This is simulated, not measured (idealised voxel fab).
A process module follows: voxel fin reveal.
Xsec cut, 290 nm wide, square cell size 5 nm.
Heads up, the way a cross-section reads in here is a grid of square cells, handed over as bands from the top down, with every band being one or more rows of cells. For a band, the entry starts with two heights in nm, that of the top and then that of the bottom, and carries on with the band's materials in order from left to right, each alongside its width in nm; the word "full width" beside a single material means it fills the band edge to edge, and "air" means empty space. Heads up on the height convention: 0 is the point under which the incoming wafer is all one material, and the lowest band has no bottom, it just keeps going down, like "0..down". Quick explanation for "30..40": the width changes in equal steps down the rows of cells, from the first number in the band's top row to the second number in its bottom row. "nothing changed", as given for a step, is the statement that not any cell of the cross-section underwent a change during that step. The list in "Closed internal cavities" covers empty spaces of 8 cells or more that cannot reach the top through any open way, and it gives each as width x height at distance; the distance is from the left edge, and width, height and distance are in nm. Whatever follows a step's settings on its line is a remark the simulator itself makes about that step. Among the settings permitted on a step's line is "overlay nm"; applied to a step with a mask, it specifies the extent to which the mask lay to the right of its planned position, whereas a negative figure signifies a position to the left.

The planned process steps are enumerated hereunder
1,RECEIVE,material Si
2,CONFORMAL_DEP,material SiN,thk nm 5
3,PATTERN,tone cover,mask id FINS,material resist,width nm 15,pitch nm 40,thk nm 15,overlay nm 0
4,DIRECTIONAL_ETCH,etch materials SiN,depth nm 10
5,DIRECTIONAL_ETCH,etch materials Si,depth nm 35
6,STRIP,etch materials resist
7,OXIDIZE,depth nm 5
8,FILL_DEP,material SiO2,thk nm 5
9,CMP,height nm 10
10,SELECTIVE_ETCH,etch materials SiO2,depth nm 25
11,STRIP,etch materials SiN
12,CONFORMAL_DEP,material HfO2,thk nm 5
Wafers differ in thk nm at step 2; plan lists the first wafer's value; identical starting state.

As-received cross-section, first of several wafers, post step 1
	0..down  Si full width
	Closed internal cavities: none

Tabulated below, wafer by wafer, are the end-of-module results: for each material, the number of cells gained (+) or lost (-) relative to the as-received state, followed by the closed voids
thk nm 5; +70 HfO2; -448 Si; +280 SiO2; Closed internal cavities: none
thk nm 10; +70 HfO2; -448 Si; +280 SiO2; Closed internal cavities: none
thk nm 15; +58 HfO2; Closed internal cavities: none
thk nm 20; +58 HfO2; Closed internal cavities: none
thk nm 25; +58 HfO2; Closed internal cavities: none
